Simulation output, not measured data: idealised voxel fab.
Presented below is a process module, voxel quadruple lines.
Cross-section cut: width 180 nm, square cells of 5 nm.
Cross-sections here: square-cell grids, written as top-down lists of bands, a band being one or more rows of cells.
Top, bottom (nm), then materials left to right with widths (nm); lone material tagged "full width" fills the whole band edge to edge; "air" = empty space.
For the purposes of this specification, 0 denotes the height below which the wafer in its as-received condition is composed wholly of one material, and the lowermost band, lacking a lower limit, extends downward without end, as expressed in "z 0 and below".
With a width like "30->40", each row of cells in the band differs from the next by the same amount, the top row carrying the first number and the bottom row the second.
No cell of the cross-section changed in a step that is given as "same as before".
Voids not open to the top, 8 cells minimum: see "Enclosed void list". Written width x height at distance; distance is from the left edge; nm.
On a step's line, text after the settings is the simulator commenting on that step.
"overlay nm" denotes, for a step that has a mask, the displacement of the mask to the right of its planned place, with negative values corresponding to the left.
Process steps foreseen in the plan:
1: RECEIVE with material Si
2: CONFORMAL_DEP with material Al2O3, thk nm 5
3: DIRECTIONAL_DEP with material TiN, thk nm 10
4: DIRECTIONAL_DEP with material polySi, thk nm 15
5: DIRECTIONAL_DEP with material aC, thk nm 25
6: PATTERN with tone cover, mask id MANDREL, material resist, width nm 25, thk nm 35, overlay nm 0
7: DIRECTIONAL_ETCH with etch materials aC, depth nm 25
8: STRIP with etch materials resist
9: CONFORMAL_DEP with material SiO2, thk nm 15
10: DIRECTIONAL_ETCH with etch materials SiO2, depth nm 15
11: STRIP with etch materials aC
12: DIRECTIONAL_ETCH with etch materials polySi, depth nm 15
13: STRIP with etch materials SiO2
14: CONFORMAL_DEP with material SiCN, thk nm 5
15: DIRECTIONAL_ETCH with etch materials SiCN, depth nm 5
16: STRIP with etch materials polySi
17: DIRECTIONAL_ETCH with etch materials TiN, depth nm 10
18: STRIP with etch materials SiCN
Wafer at receipt (post step 1), cross-section:
z 0 and below = Si full width
Enclosed void list: none
Cross-section, end of module. Start: as above. Plan: as above. Execution: one mistake:
z 10 to 0 = air 55 / TiN 5 / air 15 / TiN 5 / air 15 / TiN 5 / air 15 / TiN 5 / air 60
z 0 and below = Si full width
Enclosed void list: none
What went wrong in running the wafer? with respect to the plan, step 2 was omitted and not executed
